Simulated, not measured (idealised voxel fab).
The following process module bears the name voxel spacer lines.
It is cross-section cut that appears here, measuring 185 nm in width, its square cells being 5 nm in size.
The cross-sections in this document take the form of a grid made of square cells. They are written out as bands, in order from top to bottom. Each band consists of one or more rows of cells. In this notation a band is specified by the heights of its top and bottom, in that order and in nm, after which its materials appear from left to right, each paired with its width in nm. The word "full width" attached to a single material means that material fills the band from edge to edge; the word "air" stands for empty space. The reference from which all heights are counted is 0, the level beneath which the as-received wafer is entirely one material; the lowest band, having no lower bound, proceeds downward and is written after the example "0..down". Width: "30 to 40" (first number = top row, second number = bottom row, same change from row to row of cells). What does "no modification" mean for a step? It means no cell of the cross-section changed in that step. If an empty space has no open way to the top and is at least 8 cells in size, "Completely enclosed voids" lists it, written width x height at distance, where distance is measured from the left edge and every value is in nm. Past the settings on a step's line: simulator remark, on that step. "overlay nm" answers the question of how far to the right of plan the mask lay on a step that has a mask, and when it is negative the answer is to the left.

The steps planned for the process are as follows
1. RECEIVE | material Si
2. CONFORMAL_DEP | material Al2O3 | thk nm 5
3. DIRECTIONAL_DEP | material SiN | thk nm 10
4. DIRECTIONAL_DEP | material aC | thk nm 25
5. PATTERN | tone cover | mask id MANDREL | material resist | width nm 25 | pitch nm 70 | thk nm 30 | overlay nm 0
6. DIRECTIONAL_ETCH | etch materials aC | depth nm 25
7. STRIP | etch materials resist
8. CONFORMAL_DEP | material SiO2 | thk nm 10
9. DIRECTIONAL_ETCH | etch materials SiO2 | depth nm 10
10. STRIP | etch materials aC
11. DIRECTIONAL_ETCH | etch materials SiN | depth nm 10
12. STRIP | etch materials SiO2
13. FILL_DEP | material lowk | thk nm 5
14. CMP | height nm 15

Cross-section, incoming material, after step 1
* 0..down = Si full width
* Completely enclosed voids: none

End-of-module cross-section. Starting structure and process plan as above; one mistake made in running it
* 15..5 = 45 lowk, then 10 SiN, then 5 lowk, then 10 SiN, then 45 lowk, then 10 SiN, then 5 lowk, then 10 SiN, then 45 lowk
* 5..0 = Al2O3 full width
* 0..down = Si full width
* Completely enclosed voids: none
Processing error: off-plan run, step 5, actual operation and settings PATTERN | tone open | mask id MANDREL | material resist | width nm 25 | pitch nm 70 | thk nm 30 | overlay nm 0
